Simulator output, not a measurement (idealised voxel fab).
You're looking at the process module voxel gate over fins.
We display cut, a cross-section 270 nm in width whose square cells are each 5 nm.
A cross-section is written here as square cells arranged in a grid, and it is given in bands from the top down, each band taking up one or more rows of cells.
First you get the band's top height and its bottom height, in nm, and then the materials it's made of, left to right, with each width in nm. If you see a single material with "throughout", that one covers the band edge to edge. "blank" is empty space.
Heights are reckoned from 0. Under this level, the received wafer is all of one material. The bottommost band is open-ended downward, for example "from 0 down".
A two-number width, for instance "30 to 40", indicates that the width is equal to the first number in the top row of the band and to the second number in the bottom row, and that it changes by a constant amount per row of cells.
The cross-section has no changed cell in any step marked "remained unchanged".
Basically, "Enclosed cavities" tells you about the enclosed voids: empty spaces with no open way to the top, 8 cells or bigger, each written width x height at distance, where distance is from the left edge, all in nm.
after a step's settings: what the simulator itself notes on the step
"overlay nm" answers the question of how far to the right of plan the mask lay on a step that has a mask, and when it is negative the answer is to the left.

# Process steps (planned)
1) RECEIVE [material Si]
2) CONFORMAL_DEP [material SiN] [thk nm 5]
3) PATTERN [tone cover] [mask id FINS] [material resist] [width nm 15] [pitch nm 40] [thk nm 15] [overlay nm 0]
4) DIRECTIONAL_ETCH [etch materials SiN] [depth nm 5]
5) DIRECTIONAL_ETCH [etch materials Si] [depth nm 35]
6) STRIP [etch materials resist]
7) OXIDIZE [depth nm 5]
8) FILL_DEP [material SiO2] [thk nm 15]
9) CMP [height nm 5]
10) SELECTIVE_ETCH [etch materials SiO2] [depth nm 15]
11) STRIP [etch materials SiN]
12) CONFORMAL_DEP [material HfO2] [thk nm 5]
13) CONFORMAL_DEP [material TiN] [thk nm 5]
14) CONFORMAL_DEP [material TiAl] [thk nm 5]
15) CONFORMAL_DEP [material TiN] [thk nm 5]
16) FILL_DEP [material W] [thk nm 15]
17) CMP [height nm 30]
18) CONFORMAL_DEP [material SiN] [thk nm 10]

# As received (post step 1): cross-section
  from 0 down  Si throughout
  Enclosed cavities: none

# Wafer at module end, in section. Began as above, planned as above, run with one mistake
  from 40 to 30  SiN throughout
  from 30 to 15  W throughout
  from 15 to 5  W=75, TiN=35, W=5, TiN=35, W=5, TiN=35, W=80
  from 5 to 0  TiN=85, HfO2=15, TiN=25, HfO2=15, TiN=25, HfO2=15, TiN=90
  from 0 to -5  TiN=85, HfO2=5, Si=5, HfO2=5, TiN=25, HfO2=5, Si=5, HfO2=5, TiN=25, HfO2=5, Si=5, HfO2=5, TiN=90
  from -5 to -10  HfO2=90, Si=5, HfO2=35, Si=5, HfO2=35, Si=5, HfO2=95
  from -10 to -40  SiO2=90, Si=5, SiO2=35, Si=5, SiO2=35, Si=5, SiO2=95
  from -40 down  Si throughout
  Enclosed cavities: none
Deviation noted in wafer processing: plan step 14 was not performed, having been skipped
